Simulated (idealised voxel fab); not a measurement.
Process module under the name voxel wiring stack
195 nm wide, 5 nm square cells: that's cross-section cut.
Reading order for cross-sections: top band down to bottom band. Underlying form: a grid of square cells. Band size: one or more rows of cells. Band: top and bottom heights (nm) first, top before bottom; then materials from left to right, widths in nm. "throughout" marks a sole material filling the band edge to edge. "empty" denotes empty space. Heights are measured from 0, the level below which the as-received wafer is all one material; the lowest band has no bottom and continues downward, written as in "from 0 down". Graded width ("30->40"): value in top row of band = first number; value in bottom row = second number; row-to-row change constant. "same as before" -> step changed no cross-section cell. In the "Unvented voids" entry, you get each enclosed empty space of 8 cells or more, one with no open way to the top, written width x height at distance, distance from the left edge, in nm. On each step's line, the part that comes after the settings is the simulator's own comment on the step. "overlay nm" denotes, for a step that has a mask, the displacement of the mask to the right of its planned place, with negative values corresponding to the left.

[The steps planned for the process are as follows]
1 RECEIVE (material Si)
2 CONFORMAL_DEP (material SiO2; thk nm 15)
3 CONFORMAL_DEP (material SiN; thk nm 5)
4 DIRECTIONAL_DEP (material lowk; thk nm 25)
5 PATTERN (tone open; mask id METAL_1; material resist; width nm 25; pitch nm 45; thk nm 20; overlay nm 0)
6 DIRECTIONAL_ETCH (etch materials lowk; depth nm 25)
7 DIRECTIONAL_ETCH (etch materials SiN; depth nm 5)
8 STRIP (etch materials resist)
9 CONFORMAL_DEP (material TiN; thk nm 5)
10 FILL_DEP (material Cu; thk nm 5)
11 CMP (height nm 45)
12 CONFORMAL_DEP (material SiCN; thk nm 5)
13 DIRECTIONAL_DEP (material SiO2; thk nm 10)
14 MASKED_ETCH (tone open; mask id PLUG_1; width nm 15; pitch nm 90; etch materials SiO2; depth nm 10; overlay nm 0)
15 MASKED_ETCH (tone open; mask id PLUG_1; width nm 15; pitch nm 90; etch materials SiCN; depth nm 5; overlay nm 0)
16 EPI (material Ru; thk nm 10)
17 EPI (material Ru; thk nm 5)
18 CONFORMAL_DEP (material SiN; thk nm 5)
19 DIRECTIONAL_DEP (material lowk; thk nm 15)
20 PATTERN (tone open; mask id METAL_2; material resist; width nm 25; pitch nm 45; thk nm 15; overlay nm 0)
21 DIRECTIONAL_ETCH (etch materials lowk; depth nm 15)
22 DIRECTIONAL_ETCH (etch materials SiN; depth nm 5)
23 STRIP (etch materials resist)
24 CONFORMAL_DEP (material TiN; thk nm 5)
25 FILL_DEP (material Cu; thk nm 5)
26 CMP (height nm 80)
27 CONFORMAL_DEP (material SiCN; thk nm 5)

[This is the cross-section of the wafer as we received it, i.e. after step 1]
- from 0 down | Si throughout
- Unvented voids: none

[As-planned run: cross-section of the first of two wafers at end of module]
- from 85 to 80 | SiCN throughout
- from 80 to 65 | 15 nm lowk / 5 nm TiN / 15 nm Cu / 5 nm TiN / 20 nm lowk / 5 nm TiN / 15 nm Cu / 5 nm TiN / 20 nm lowk / 5 nm TiN / 15 nm Cu / 5 nm TiN / 20 nm lowk / 5 nm TiN / 15 nm Cu / 5 nm TiN / 20 nm lowk
- from 65 to 60 | 15 nm SiN / 25 nm TiN / 20 nm SiN / 25 nm TiN / 20 nm SiN / 25 nm TiN / 20 nm SiN / 25 nm TiN / 20 nm SiN
- from 60 to 50 | 15 nm SiO2 / 15 nm Ru / 75 nm SiO2 / 15 nm Ru / 75 nm SiO2
- from 50 to 45 | 15 nm SiCN / 15 nm Ru / 75 nm SiCN / 15 nm Ru / 75 nm SiCN
- from 45 to 20 | 15 nm lowk / 5 nm TiN / 15 nm Cu / 5 nm TiN / 20 nm lowk / 5 nm TiN / 15 nm Cu / 5 nm TiN / 20 nm lowk / 5 nm TiN / 15 nm Cu / 5 nm TiN / 20 nm lowk / 5 nm TiN / 15 nm Cu / 5 nm TiN / 20 nm lowk
- from 20 to 15 | 15 nm SiN / 25 nm TiN / 20 nm SiN / 25 nm TiN / 20 nm SiN / 25 nm TiN / 20 nm SiN / 25 nm TiN / 20 nm SiN
- from 15 to 0 | SiO2 throughout
- from 0 down | Si throughout
- Unvented voids: none

[Cross-section, wafer two of two, end of module: same start and plan as wafer one, one error in execution]
- from 85 to 80 | SiCN throughout
- from 80 to 65 | 15 nm lowk / 5 nm TiN / 15 nm Cu / 5 nm TiN / 20 nm lowk / 5 nm TiN / 15 nm Cu / 5 nm TiN / 20 nm lowk / 5 nm TiN / 15 nm Cu / 5 nm TiN / 20 nm lowk / 5 nm TiN / 15 nm Cu / 5 nm TiN / 20 nm lowk
- from 65 to 60 | 15 nm SiN / 25 nm TiN / 20 nm SiN / 25 nm TiN / 20 nm SiN / 25 nm TiN / 20 nm SiN / 25 nm TiN / 20 nm SiN
- from 60 to 50 | 15 nm SiO2 / 15 nm Ru / 75 nm SiO2 / 15 nm Ru / 75 nm SiO2
- from 50 to 45 | 15 nm SiCN / 15 nm Ru / 75 nm SiCN / 15 nm Ru / 75 nm SiCN
- from 45 to 20 | 20 nm lowk / 5 nm TiN / 5 nm Cu / 5 nm TiN / 30 nm lowk / 5 nm TiN / 5 nm Cu / 5 nm TiN / 30 nm lowk / 5 nm TiN / 5 nm Cu / 5 nm TiN / 30 nm lowk / 5 nm TiN / 5 nm Cu / 5 nm TiN / 25 nm lowk
- from 20 to 15 | 20 nm SiN / 15 nm TiN / 30 nm SiN / 15 nm TiN / 30 nm SiN / 15 nm TiN / 30 nm SiN / 15 nm TiN / 25 nm SiN
- from 15 to 0 | SiO2 throughout
- from 0 down | Si throughout
- Unvented voids: none
What was the processing mistake? rather than as planned, step 5 actually ran as PATTERN (tone open; mask id METAL_1; material resist; width nm 15; pitch nm 45; thk nm 20; overlay nm 0)
Once processing is complete, comparing cell counts shows that the second wafer has more or fewer of certain materials than the first: Cu -40 | SiN +8 | TiN -8 | lowk +40
